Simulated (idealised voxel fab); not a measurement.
You're looking at the process module voxel air gaps.
Square cell edge 5 nm, section width 185 nm, ID cut.
A cross-section is a grid of square cells, given in bands from the top down. A band is one or more rows of cells. Band entry format. Leading values: height of top, height of bottom, nm. Remainder: materials in left-to-right order, each with its width in nm. Special words: "full width" on a single material, which then fills the band edge to edge; "air", empty space. It should be noted that heights are counted from 0, beneath which the wafer as supplied is of one material throughout, and that the lowest band possesses no lower boundary but continues downward, as written in "0 and below". A width such as "30 to 40" changes by the same amount from each row of cells to the next, from the band's top row to its bottom row. "no modifications" after a step means that no cell of the cross-section changed. Under "Sealed internal voids" you'll find the enclosed gaps, the ones with no way out to the top, that are 8 cells or bigger; each reads width x height at distance, with distance counted from the left edge, everything in nm. Post-settings text on a step line: simulator's own remark regarding the step. You can add "overlay nm" to a step's line. For a step with a mask, it describes how far the mask lay to the right of its planned position, and a negative number describes a lay to the left.
Planned process steps
1. RECEIVE with material Si
2. CONFORMAL_DEP with material SiO2, thk nm 10
3. CONFORMAL_DEP with material SiCN, thk nm 5
4. DIRECTIONAL_DEP with material SiO2, thk nm 30
5. PATTERN with tone open, mask id LINES, material resist, width nm 20, pitch nm 50, thk nm 20, overlay nm 0
6. DIRECTIONAL_ETCH with etch materials SiO2, depth nm 30
7. STRIP with etch materials resist
8. CONFORMAL_DEP with material TiN, thk nm 5
9. FILL_DEP with material Cu, thk nm 5
10. CMP with height nm 45
11. EPI with material Ru, thk nm 10
12. SELECTIVE_ETCH with etch materials SiO2, depth nm 40
13. CONFORMAL_DEP with material SiCN, thk nm 5
First of two wafers: run as planned
Received-state cross-section, reflecting completion of step 1
* 0 and below | Si full width
* Sealed internal voids: none
So this is the wafer cross-section right after step 2
* 10 down to 0 | SiO2 full width
* Under 0: no change, same as before.
So this is the wafer cross-section right after step 3
* 15 down to 10 | SiCN full width
* Under 10: no change, same as before.
So this is the wafer cross-section right after step 4
* 45 down to 15 | SiO2 full width
* Under 15: no change, same as before.
So this is the wafer cross-section right after step 5
* 65 down to 45 | resist 30 nm, then air 20 nm, then resist 30 nm, then air 20 nm, then resist 30 nm, then air 20 nm, then resist 35 nm
* Under 45: no change, same as before.
So this is the wafer cross-section right after step 6
* 65 down to 45 | resist 30 nm, then air 20 nm, then resist 30 nm, then air 20 nm, then resist 30 nm, then air 20 nm, then resist 35 nm
* 45 down to 15 | SiO2 30 nm, then air 20 nm, then SiO2 30 nm, then air 20 nm, then SiO2 30 nm, then air 20 nm, then SiO2 35 nm
* Under 15: no change, same as before.
So this is the wafer cross-section right after step 7
* 45 down to 15 | SiO2 30 nm, then air 20 nm, then SiO2 30 nm, then air 20 nm, then SiO2 30 nm, then air 20 nm, then SiO2 35 nm
* Under 15: no change, same as before.
So this is the wafer cross-section right after step 8
* 50 down to 45 | TiN 35 nm, then air 10 nm, then TiN 40 nm, then air 10 nm, then TiN 40 nm, then air 10 nm, then TiN 40 nm
* 45 down to 20 | SiO2 30 nm, then TiN 5 nm, then air 10 nm, then TiN 5 nm, then SiO2 30 nm, then TiN 5 nm, then air 10 nm, then TiN 5 nm, then SiO2 30 nm, then TiN 5 nm, then air 10 nm, then TiN 5 nm, then SiO2 35 nm
* 20 down to 15 | SiO2 30 nm, then TiN 20 nm, then SiO2 30 nm, then TiN 20 nm, then SiO2 30 nm, then TiN 20 nm, then SiO2 35 nm
* Under 15: no change, same as before.
So this is the wafer cross-section right after step 9
* 55 down to 50 | Cu full width
* 50 down to 45 | TiN 35 nm, then Cu 10 nm, then TiN 40 nm, then Cu 10 nm, then TiN 40 nm, then Cu 10 nm, then TiN 40 nm
* 45 down to 20 | SiO2 30 nm, then TiN 5 nm, then Cu 10 nm, then TiN 5 nm, then SiO2 30 nm, then TiN 5 nm, then Cu 10 nm, then TiN 5 nm, then SiO2 30 nm, then TiN 5 nm, then Cu 10 nm, then TiN 5 nm, then SiO2 35 nm
* Under 20: no change, same as before.
So this is the wafer cross-section right after step 10
* 45 down to 20 | SiO2 30 nm, then TiN 5 nm, then Cu 10 nm, then TiN 5 nm, then SiO2 30 nm, then TiN 5 nm, then Cu 10 nm, then TiN 5 nm, then SiO2 30 nm, then TiN 5 nm, then Cu 10 nm, then TiN 5 nm, then SiO2 35 nm
* Under 20: no change, same as before.
So this is the wafer cross-section right after step 11
* 55 down to 45 | air 20 nm, then Ru 40 nm, then air 10 nm, then Ru 40 nm, then air 10 nm, then Ru 40 nm, then air 25 nm
* Under 45: no change, same as before.
So this is the wafer cross-section right after step 12
* 55 down to 45 | air 20 nm, then Ru 40 nm, then air 10 nm, then Ru 40 nm, then air 10 nm, then Ru 40 nm, then air 25 nm
* 45 down to 20 | air 30 nm, then TiN 5 nm, then Cu 10 nm, then TiN 5 nm, then air 30 nm, then TiN 5 nm, then Cu 10 nm, then TiN 5 nm, then air 30 nm, then TiN 5 nm, then Cu 10 nm, then TiN 5 nm, then air 35 nm
* 20 down to 15 | air 30 nm, then TiN 20 nm, then air 30 nm, then TiN 20 nm, then air 30 nm, then TiN 20 nm, then air 35 nm
* Under 15: no change, same as before.
So this is the wafer cross-section right after step 13
* 60 down to 55 | air 15 nm, then SiCN 150 nm, then air 20 nm
* 55 down to 45 | air 15 nm, then SiCN 5 nm, then Ru 40 nm, then SiCN 10 nm, then Ru 40 nm, then SiCN 10 nm, then Ru 40 nm, then SiCN 5 nm, then air 20 nm
* 45 down to 40 | air 15 nm, then SiCN 15 nm, then TiN 5 nm, then Cu 10 nm, then TiN 5 nm, then SiCN 30 nm, then TiN 5 nm, then Cu 10 nm, then TiN 5 nm, then SiCN 30 nm, then TiN 5 nm, then Cu 10 nm, then TiN 5 nm, then SiCN 15 nm, then air 20 nm
* 40 down to 20 | air 25 nm, then SiCN 5 nm, then TiN 5 nm, then Cu 10 nm, then TiN 5 nm, then SiCN 5 nm, then air 20 nm, then SiCN 5 nm, then TiN 5 nm, then Cu 10 nm, then TiN 5 nm, then SiCN 5 nm, then air 20 nm, then SiCN 5 nm, then TiN 5 nm, then Cu 10 nm, then TiN 5 nm, then SiCN 5 nm, then air 30 nm
* 20 down to 15 | SiCN 30 nm, then TiN 20 nm, then SiCN 30 nm, then TiN 20 nm, then SiCN 30 nm, then TiN 20 nm, then SiCN 35 nm
* Under 15: no change, same as before.
* Sealed internal voids: 20 x 20 at 55; 20 x 20 at 105
Second wafer. Start and plan as for the first. One mistake made in running. Agrees with the first up to and including step 2
Cross-sectional view of the second wafer at the intended end time of process step 3: no modifications
Cross-sectional view of the second wafer at the intended end time of process step 4
* 40 down to 0 | SiO2 full width
* Under 0: no change, same as before.
Cross-sectional view of the second wafer at the intended end time of process step 5
* 60 down to 40 | resist 30 nm, then air 20 nm, then resist 30 nm, then air 20 nm, then resist 30 nm, then air 20 nm, then resist 35 nm
* Under 40: no change, same as before.
Cross-sectional view of the second wafer at the intended end time of process step 6
* 60 down to 40 | resist 30 nm, then air 20 nm, then resist 30 nm, then air 20 nm, then resist 30 nm, then air 20 nm, then resist 35 nm
* 40 down to 10 | SiO2 30 nm, then air 20 nm, then SiO2 30 nm, then air 20 nm, then SiO2 30 nm, then air 20 nm, then SiO2 35 nm
* Under 10: no change, same as before.
Cross-sectional view of the second wafer at the intended end time of process step 7
* 40 down to 10 | SiO2 30 nm, then air 20 nm, then SiO2 30 nm, then air 20 nm, then SiO2 30 nm, then air 20 nm, then SiO2 35 nm
* Under 10: no change, same as before.
Cross-sectional view of the second wafer at the intended end time of process step 8
* 45 down to 40 | TiN 35 nm, then air 10 nm, then TiN 40 nm, then air 10 nm, then TiN 40 nm, then air 10 nm, then TiN 40 nm
* 40 down to 15 | SiO2 30 nm, then TiN 5 nm, then air 10 nm, then TiN 5 nm, then SiO2 30 nm, then TiN 5 nm, then air 10 nm, then TiN 5 nm, then SiO2 30 nm, then TiN 5 nm, then air 10 nm, then TiN 5 nm, then SiO2 35 nm
* 15 down to 10 | SiO2 30 nm, then TiN 20 nm, then SiO2 30 nm, then TiN 20 nm, then SiO2 30 nm, then TiN 20 nm, then SiO2 35 nm
* Under 10: no change, same as before.
Cross-sectional view of the second wafer at the intended end time of process step 9
* 50 down to 45 | Cu full width
* 45 down to 40 | TiN 35 nm, then Cu 10 nm, then TiN 40 nm, then Cu 10 nm, then TiN 40 nm, then Cu 10 nm, then TiN 40 nm
* 40 down to 15 | SiO2 30 nm, then TiN 5 nm, then Cu 10 nm, then TiN 5 nm, then SiO2 30 nm, then TiN 5 nm, then Cu 10 nm, then TiN 5 nm, then SiO2 30 nm, then TiN 5 nm, then Cu 10 nm, then TiN 5 nm, then SiO2 35 nm
* Under 15: no change, same as before.
Cross-sectional view of the second wafer at the intended end time of process step 10
* 45 down to 40 | TiN 35 nm, then Cu 10 nm, then TiN 40 nm, then Cu 10 nm, then TiN 40 nm, then Cu 10 nm, then TiN 40 nm
* Under 40: no change, same as before.
Cross-sectional view of the second wafer at the intended end time of process step 11
* 55 down to 45 | Ru full width
* Under 45: no change, same as before.
Cross-sectional view of the second wafer at the intended end time of process step 12: no modifications
Cross-sectional view of the second wafer at the intended end time of process step 13
* 60 down to 55 | SiCN full width
* Under 55: no change, same as before.
The mistake made against the process plan was this: step 3 of the plan did not run at all; it was left out
Per the end-of-run cell counts, the second wafer holds more or fewer of some materials than the first: 6 more of Cu; 26 more of Ru; 109 fewer of SiCN; 150 more of SiO2; 31 more of TiN
Quick summary for you: first wafer finishes at 2 closed voids, second at 0.
